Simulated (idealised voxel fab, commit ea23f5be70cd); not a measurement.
process module | voxel trench capacitor
cross-section cut | 205 nm wide | cells 5 nm
A cross-section is a grid of square cells, given in bands from the top down. A band is one or more rows of cells.
Each band's line starts with the height of the band's top and of its bottom, in nm. Then come its materials from left to right, each with its width in nm. One material with "throughout" fills the band from edge to edge. "air" is empty space.
Height 0 is the level under which the wafer as received is all one material. The lowest band goes on downwards, as in "0 down".
A width such as "30 to 40" changes by the same amount from each row of cells to the next, from the band's top row to its bottom row.
"no change" after a step means that no cell of the cross-section changed.
closed voids: empty space of 8 cells or more with no open way to the top, each as width x height at its distance from the left edge, in nm
after a step's settings: what the simulator itself notes on the step
overlay nm, on a step with a mask: how far to the right of its planned place the mask lay; to the left if negative
plan
1 op RECEIVE | material Si
2 op CONFORMAL_DEP | material SiN | thk nm 10
3 op DIRECTIONAL_DEP | material aC | thk nm 15
4 op PATTERN | tone open | mask id TRENCH | material resist | width nm 25 | pitch nm 45 | thk nm 35 | overlay nm 0
5 op DIRECTIONAL_ETCH | etch materials aC | depth nm 15
6 op STRIP | etch materials resist
7 op DIRECTIONAL_ETCH | etch materials SiN | depth nm 10
8 op DIRECTIONAL_ETCH | etch materials Si | depth nm 40
9 op STRIP | etch materials aC
10 op CONFORMAL_DEP | material HfO2 | thk nm 5
11 op CONFORMAL_DEP | material TiN | thk nm 5
12 op FILL_DEP | material W | thk nm 5
13 op CMP | height nm 10
as received, after step 1
  0 down: Si throughout
  closed voids: none
first wafer at the end, as planned
  10 to 0: SiN 65 | HfO2 5 | TiN 5 | W 5 | TiN 5 | HfO2 5 | SiN 20 | HfO2 5 | TiN 5 | W 5 | TiN 5 | HfO2 5 | SiN 70
  0 to -30: Si 65 | HfO2 5 | TiN 5 | W 5 | TiN 5 | HfO2 5 | Si 20 | HfO2 5 | TiN 5 | W 5 | TiN 5 | HfO2 5 | Si 70
  -30 to -35: Si 65 | HfO2 5 | TiN 15 | HfO2 5 | Si 20 | HfO2 5 | TiN 15 | HfO2 5 | Si 70
  -35 to -40: Si 65 | HfO2 25 | Si 20 | HfO2 25 | Si 70
  -40 down: Si throughout
  closed voids: none
second wafer at the end: like start, like plan, one mistake
  10 to 0: SiN 65 | TiN 5 | HfO2 5 | W 5 | HfO2 5 | TiN 5 | SiN 20 | TiN 5 | HfO2 5 | W 5 | HfO2 5 | TiN 5 | SiN 70
  0 to -30: Si 65 | TiN 5 | HfO2 5 | W 5 | HfO2 5 | TiN 5 | Si 20 | TiN 5 | HfO2 5 | W 5 | HfO2 5 | TiN 5 | Si 70
  -30 to -35: Si 65 | TiN 5 | HfO2 15 | TiN 5 | Si 20 | TiN 5 | HfO2 15 | TiN 5 | Si 70
  -35 to -40: Si 65 | TiN 25 | Si 20 | TiN 25 | Si 70
  -40 down: Si throughout
  closed voids: none
what went wrong: steps 10 and 11 were swapped
at the end the second wafer has, in cells: 8 fewer of HfO2 | 8 more of TiN
